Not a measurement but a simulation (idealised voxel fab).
Proc. module: voxel quadruple lines
Cross-sectional view cut (width: 300 nm; square cell size: 5 nm).
Heads up, the way a cross-section reads in here is a grid of square cells, handed over as bands from the top down, with every band being one or more rows of cells.
Top, bottom (nm), then materials left to right with widths (nm); lone material tagged "throughout" fills the whole band edge to edge; "air" = empty space.
It should be noted that heights are counted from 0, beneath which the wafer as supplied is of one material throughout, and that the lowest band possesses no lower boundary but continues downward, as written in "from 0 down".
The two numbers in a width such as "30 to 40" mark its ends across the band: the first belongs to the top row of cells, the second to the bottom row, and from each row to the next the width moves by the same amount.
"remains unaltered" (step): cross-section cells unchanged, all of them.
Entry "Unvented cavities". Content: empty spaces with no open connection to the top, size 8 cells or greater. Each: width x height at distance. Distance: from left edge. Unit: nm.
Step line, after settings: the simulator's comment on this step.
The line of a step may include "overlay nm". On a step with a mask, this value is how far to the right of its planned place the mask lay. A negative value means the mask lay to the left.

**Process steps foreseen in the plan**
1. RECEIVE with material Si
2. CONFORMAL_DEP with material Al2O3, thk nm 5
3. DIRECTIONAL_DEP with material TiN, thk nm 10
4. DIRECTIONAL_DEP with material polySi, thk nm 15
5. DIRECTIONAL_DEP with material aC, thk nm 25
6. PATTERN with tone cover, mask id MANDREL, material resist, width nm 35, pitch nm 100, thk nm 30, overlay nm 0
7. DIRECTIONAL_ETCH with etch materials aC, depth nm 25
8. STRIP with etch materials resist
9. CONFORMAL_DEP with material SiO2, thk nm 15
10. DIRECTIONAL_ETCH with etch materials SiO2, depth nm 15
11. STRIP with etch materials aC
12. DIRECTIONAL_ETCH with etch materials polySi, depth nm 15
13. STRIP with etch materials SiO2
14. CONFORMAL_DEP with material SiCN, thk nm 10
15. DIRECTIONAL_ETCH with etch materials SiCN, depth nm 10
16. STRIP with etch materials polySi
17. DIRECTIONAL_ETCH with etch materials TiN, depth nm 10
18. STRIP with etch materials SiCN

**Step 1 complete: cross-section of the wafer as received**
* from 0 down = Si throughout
* Unvented cavities: none

**Same starting wafer, same plan as above, one mistake in the execution; this is the cross-section at the end of the module**
* from 10 to 0 = 55 nm air; 10 nm TiN; 15 nm air; 10 nm TiN; 15 nm air; 10 nm TiN; 15 nm air; 10 nm TiN; 15 nm air; 10 nm TiN; 15 nm air; 10 nm TiN; 15 nm air; 10 nm TiN; 15 nm air; 10 nm TiN; 60 nm air
* from 0 down = Si throughout
* Unvented cavities: none
What was the processing mistake? step 2 of the plan was excluded from execution and never run
